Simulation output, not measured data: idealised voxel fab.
The process module presented herein is designated voxel self aligned vias.
Cross-section cut: width 240 nm, square cells of 5 nm.
Cross-section = grid of square cells, listed top down in bands; band = one or more rows.
In this notation a band is specified by the heights of its top and bottom, in that order and in nm, after which its materials appear from left to right, each paired with its width in nm. The word "everywhere" attached to a single material means that material fills the band from edge to edge; the word "blank" stands for empty space.
Heights are measured from 0, the level below which the as-received wafer is all one material; the lowest band has no bottom and continues downward, written as in "z 0 and below".
Width spec "30->40" -> top row of cells at first value, bottom row at second value, equal per-row change in between.
Given "all unchanged" for a step, no cell of the cross-section differs between before and after that step.
Empty spaces without an open route to the top, at least 8 cells in extent, make up the entry "Closed void inventory"; each is given as width x height at distance, where the distance is measured from the left edge, and all are in nm.
Past the settings on a step's line: simulator remark, on that step.
overlay nm: how far to the right of its planned place the mask lay on this masked step (negative: to the left).

-- List of planned process steps
step 1: RECEIVE [material Si]
step 2: CONFORMAL_DEP [material SiO2] [thk nm 10]
step 3: CONFORMAL_DEP [material SiCN] [thk nm 5]
step 4: DIRECTIONAL_DEP [material SiO2] [thk nm 25]
step 5: PATTERN [tone open] [mask id LINES] [material resist] [width nm 15] [pitch nm 65] [thk nm 15] [overlay nm 0]
step 6: DIRECTIONAL_ETCH [etch materials SiO2] [depth nm 25]
step 7: STRIP [etch materials resist]
step 8: CONFORMAL_DEP [material TiN] [thk nm 5]
step 9: FILL_DEP [material W] [thk nm 10]
step 10: CMP [height nm 40]
step 11: SELECTIVE_ETCH [etch materials W Ru TiN] [depth nm 10]
step 12: FILL_DEP [material SiN] [thk nm 5]
step 13: CMP [height nm 40]
step 14: DIRECTIONAL_DEP [material SiO2] [thk nm 15]
step 15: DIRECTIONAL_DEP [material aC] [thk nm 10]
step 16: PATTERN [tone open] [mask id VIAS] [material resist] [width nm 40] [pitch nm 65] [thk nm 30] [overlay nm 0]
step 17: DIRECTIONAL_ETCH [etch materials aC] [depth nm 10]
step 18: STRIP [etch materials resist]
step 19: DIRECTIONAL_ETCH [etch materials SiO2] [depth nm 15]
step 20: DIRECTIONAL_ETCH [etch materials SiN] [depth nm 10]
step 21: STRIP [etch materials aC]
step 22: CONFORMAL_DEP [material TiN] [thk nm 5]
step 23: FILL_DEP [material Ru] [thk nm 5]
step 24: CMP [height nm 55]
step 25: CONFORMAL_DEP [material SiN] [thk nm 5]
For clarity, it should be stated that the wafers under discussion commence in an identical condition and differ with respect to the width nm of step 5, the plan indicating the value that the first wafer had.

-- Sectional view: first of several wafers, as received, after step 1
* z 0 and below | Si everywhere
* Closed void inventory: none

-- Here is how to read the rows: every wafer has a row, and it shows the wafer at the end of the module, giving for each material how many cells were gained (+) or lost (-) since the wafer was received, then listing its closed voids
width nm 15; +28 Ru; +48 SiCN; +48 SiN; +402 SiO2; +46 TiN; +4 W; Closed void inventory: none
width nm 20; +32 Ru; +48 SiCN; +48 SiN; +392 SiO2; +48 TiN; +8 W; Closed void inventory: none
width nm 25; +36 Ru; +48 SiCN; +48 SiN; +382 SiO2; +50 TiN; +12 W; Closed void inventory: none
width nm 30; +40 Ru; +48 SiCN; +48 SiN; +372 SiO2; +52 TiN; +16 W; Closed void inventory: none
width nm 35; +44 Ru; +48 SiCN; +48 SiN; +362 SiO2; +54 TiN; +20 W; Closed void inventory: none
